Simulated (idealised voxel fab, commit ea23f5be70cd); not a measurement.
Module name: voxel quadruple lines (process module)
Cross-section cut: width 285 nm, square cells of 5 nm.
Cross-sections here: square-cell grids, written as top-down lists of bands, a band being one or more rows of cells. Quick guide to a band line: top height, bottom height (nm) up front; then every material left to right with its width in nm. Only one material and it's marked "edge to edge"? Then it fills the band edge to edge. And "blank" just means empty space. Where do heights start? At 0: under that level the wafer as delivered is made of one material only. And the lowest band has no floor; it just carries on downward, as in "0 down". It should be noted that a width expressed as "30 to 40" varies in equal increments from row to row of cells within the band, taking the value of the first number at the top row and that of the second number at the bottom row. Basically "nothing got changed" means that step didn't change any cell in the cross-section. So "Sealed void list" is basically the list of trapped voids: any empty space of 8 cells or more that can't reach the top through an opening. They're written width x height at distance, the distance being from the left edge, and it's all nm. Formally, on a step line, whatever follows the settings is a remark that the simulator itself makes on the step. Steps that use a mask can have "overlay nm" on their line. It says how far the mask sat to the right of where it was meant to be. Negative means to the left.

Listed below are the process steps as planned:
- 1: RECEIVE (material Si)
- 2: CONFORMAL_DEP (material Al2O3; thk nm 5)
- 3: DIRECTIONAL_DEP (material W; thk nm 15)
- 4: DIRECTIONAL_DEP (material polySi; thk nm 20)
- 5: DIRECTIONAL_DEP (material aC; thk nm 25)
- 6: PATTERN (tone cover; mask id MANDREL; material resist; width nm 30; thk nm 30; overlay nm 0)
- 7: DIRECTIONAL_ETCH (etch materials aC; depth nm 25)
- 8: STRIP (etch materials resist)
- 9: CONFORMAL_DEP (material SiO2; thk nm 10)
- 10: DIRECTIONAL_ETCH (etch materials SiO2; depth nm 10)
- 11: STRIP (etch materials aC)
- 12: DIRECTIONAL_ETCH (etch materials polySi; depth nm 20)
- 13: STRIP (etch materials SiO2)
- 14: CONFORMAL_DEP (material SiN; thk nm 10)
- 15: DIRECTIONAL_ETCH (etch materials SiN; depth nm 10)
- 16: STRIP (etch materials polySi)
- 17: DIRECTIONAL_ETCH (etch materials W; depth nm 15)
- 18: STRIP (etch materials SiN)
- 19: FILL_DEP (material lowk; thk nm 5)
- 20: CMP (height nm 20)
Split variable: thk nm, step 2. Plan value = first wafer. Wafers start alike.

Cross-section, first of several wafers, as delivered after step 1:
> 0 down = Si edge to edge
> Sealed void list: none

The rows of the table below are wafers. Looking at the end of the module, a row counts, for every material, the cells the wafer has gained, shown as (+), or lost, shown as (-), since it was received; its closed voids come next:
thk nm 5, +57 Al2O3, +24 W, +147 lowk, Sealed void list: none
thk nm 10, +114 Al2O3, +16 W, +98 lowk, Sealed void list: none
thk nm 15, +171 Al2O3, +8 W, +49 lowk, Sealed void list: none
thk nm 20, +228 Al2O3, Sealed void list: none
